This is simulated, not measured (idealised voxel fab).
A process module follows: voxel fin reveal.
We display cut, a cross-section 270 nm in width whose square cells are each 5 nm.
Cross-section spec: square-cell grid; bands listed top down; each band is one or more rows.
It is stipulated that each band's entry specify, in nanometres, the height of the top of the band and then that of its bottom, followed by the materials of the band in left-to-right sequence, each together with its width in nanometres. A single material marked by the word "all across" is understood to fill the band from edge to edge; the word "blank" is understood to denote empty space.
It should be noted that heights are counted from 0, beneath which the wafer as supplied is of one material throughout, and that the lowest band possesses no lower boundary but continues downward, as written in "0 and below".
The expression "30->40" gives the width at the extremes of the band, the first number at its top row of cells and the second at its bottom row, with the width changing by equal amounts from each row to the next in between.
It should be understood that the words "changes: none", when stated for a given step, signify that the cross-section underwent no change in any of its cells during that step.
If an empty space has no open way to the top and is at least 8 cells in size, "Closed void roster" lists it, written width x height at distance, where distance is measured from the left edge and every value is in nm.
Post-settings text on a step line: simulator's own remark regarding the step.
overlay nm: for a step with a mask, the amount by which the mask lay right of where it was planned; a negative amount means left of it.

This section lists the process steps that were planned
1,RECEIVE,material Si
2,CONFORMAL_DEP,material SiN,thk nm 5
3,PATTERN,tone cover,mask id FINS,material resist,width nm 15,pitch nm 40,thk nm 15,overlay nm 0
4,DIRECTIONAL_ETCH,etch materials SiN,depth nm 5
5,DIRECTIONAL_ETCH,etch materials Si,depth nm 40
6,STRIP,etch materials resist
7,OXIDIZE,depth nm 5
8,FILL_DEP,material SiO2,thk nm 10
9,CMP,height nm 5
10,SELECTIVE_ETCH,etch materials SiO2,depth nm 30
11,STRIP,etch materials SiN

Cross-section of the wafer upon arrival, representing the state reached after step 1
0 and below | Si all across
Closed void roster: none

The cross-section shown corresponds to the wafer at the conclusion of the module. The initial structure and the process plan are those presented above; however, one mistake occurred in executing the plan
0 down to -25 | blank 70, Si 5, blank 35, Si 5, blank 35, Si 5, blank 35, Si 5, blank 75
-25 down to -55 | SiO2 70, Si 5, SiO2 35, Si 5, SiO2 35, Si 5, SiO2 35, Si 5, SiO2 75
-55 and below | Si all across
Closed void roster: none
Finding, execution versus plan: it should be noted that step 5 was executed with settings other than those planned, the operation and settings actually applied being DIRECTIONAL_ETCH,etch materials Si,depth nm 50
